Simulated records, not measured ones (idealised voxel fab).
process module | voxel self aligned vias
cross-section cut | 185 nm wide | cells 5 nm
A cross-section is a grid of square cells, given in bands from the top down. A band is one or more rows of cells.
Each band's line starts with the height of the band's top and of its bottom, in nm. Then come its materials from left to right, each with its width in nm. One material with "throughout" fills the band from edge to edge. "air" is empty space.
Height 0 is the level under which the wafer as received is all one material. The lowest band goes on downwards, as in "0 down".
A width such as "30 to 40" changes by the same amount from each row of cells to the next, from the band's top row to its bottom row.
"no change" after a step means that no cell of the cross-section changed.
closed voids: empty space of 8 cells or more with no open way to the top, each as width x height at its distance from the left edge, in nm
after a step's settings: what the simulator itself notes on the step
overlay nm, on a step with a mask: how far to the right of its planned place the mask lay; to the left if negative
plan
1 op RECEIVE | material Si
2 op CONFORMAL_DEP | material SiO2 | thk nm 10
3 op CONFORMAL_DEP | material SiCN | thk nm 5
4 op DIRECTIONAL_DEP | material SiO2 | thk nm 30
5 op PATTERN | tone open | mask id LINES | material resist | width nm 20 | pitch nm 55 | thk nm 15 | overlay nm 0
6 op DIRECTIONAL_ETCH | etch materials SiO2 | depth nm 30
7 op STRIP | etch materials resist
8 op CONFORMAL_DEP | material TiN | thk nm 5
9 op FILL_DEP | material Ru | thk nm 10
10 op CMP | height nm 45
11 op SELECTIVE_ETCH | etch materials W Ru TiN | depth nm 5
12 op FILL_DEP | material SiN | thk nm 10
13 op CMP | height nm 45
14 op DIRECTIONAL_DEP | material SiO2 | thk nm 15
15 op PATTERN | tone open | mask id VIAS | material resist | width nm 30 | pitch nm 55 | thk nm 20 | overlay nm 0
16 op DIRECTIONAL_ETCH | etch materials SiO2 | depth nm 15
17 op DIRECTIONAL_ETCH | etch materials SiN | depth nm 5
18 op STRIP | etch materials resist
19 op CONFORMAL_DEP | material TiN | thk nm 5
20 op FILL_DEP | material Cu | thk nm 10
21 op CMP | height nm 60
22 op CONFORMAL_DEP | material SiN | thk nm 5
as received, after step 1
  0 down: Si throughout
  closed voids: none
first wafer at the end, as planned
  65 to 60: SiN throughout
  60 to 50: SiO2 50 | TiN 5 | Cu 20 | TiN 5 | SiO2 25 | TiN 5 | Cu 20 | TiN 5 | SiO2 50
  50 to 45: SiO2 50 | TiN 10 | Cu 10 | TiN 10 | SiO2 25 | TiN 10 | Cu 10 | TiN 10 | SiO2 50
  45 to 40: SiO2 55 | TiN 20 | SiO2 35 | TiN 20 | SiO2 55
  40 to 20: SiO2 55 | TiN 5 | Ru 10 | TiN 5 | SiO2 35 | TiN 5 | Ru 10 | TiN 5 | SiO2 55
  20 to 15: SiO2 55 | TiN 20 | SiO2 35 | TiN 20 | SiO2 55
  15 to 10: SiCN throughout
  10 to 0: SiO2 throughout
  0 down: Si throughout
  closed voids: none
second wafer at the end: like start, like plan, one mistake
  80 to 75: SiN throughout
  75 to 65: Cu throughout
  65 to 60: TiN 55 | Cu 20 | TiN 35 | Cu 20 | TiN 55
  60 to 50: SiO2 50 | TiN 5 | Cu 20 | TiN 5 | SiO2 25 | TiN 5 | Cu 20 | TiN 5 | SiO2 50
  50 to 45: SiO2 50 | TiN 10 | Cu 10 | TiN 10 | SiO2 25 | TiN 10 | Cu 10 | TiN 10 | SiO2 50
  45 to 40: SiO2 55 | TiN 20 | SiO2 35 | TiN 20 | SiO2 55
  40 to 20: SiO2 55 | TiN 5 | Ru 10 | TiN 5 | SiO2 35 | TiN 5 | Ru 10 | TiN 5 | SiO2 55
  20 to 15: SiO2 55 | TiN 20 | SiO2 35 | TiN 20 | SiO2 55
  15 to 10: SiCN throughout
  10 to 0: SiO2 throughout
  0 down: Si throughout
  closed voids: none
what went wrong: step 21 was left out
at the end the second wafer has, in cells: 82 more of Cu | 29 more of TiN
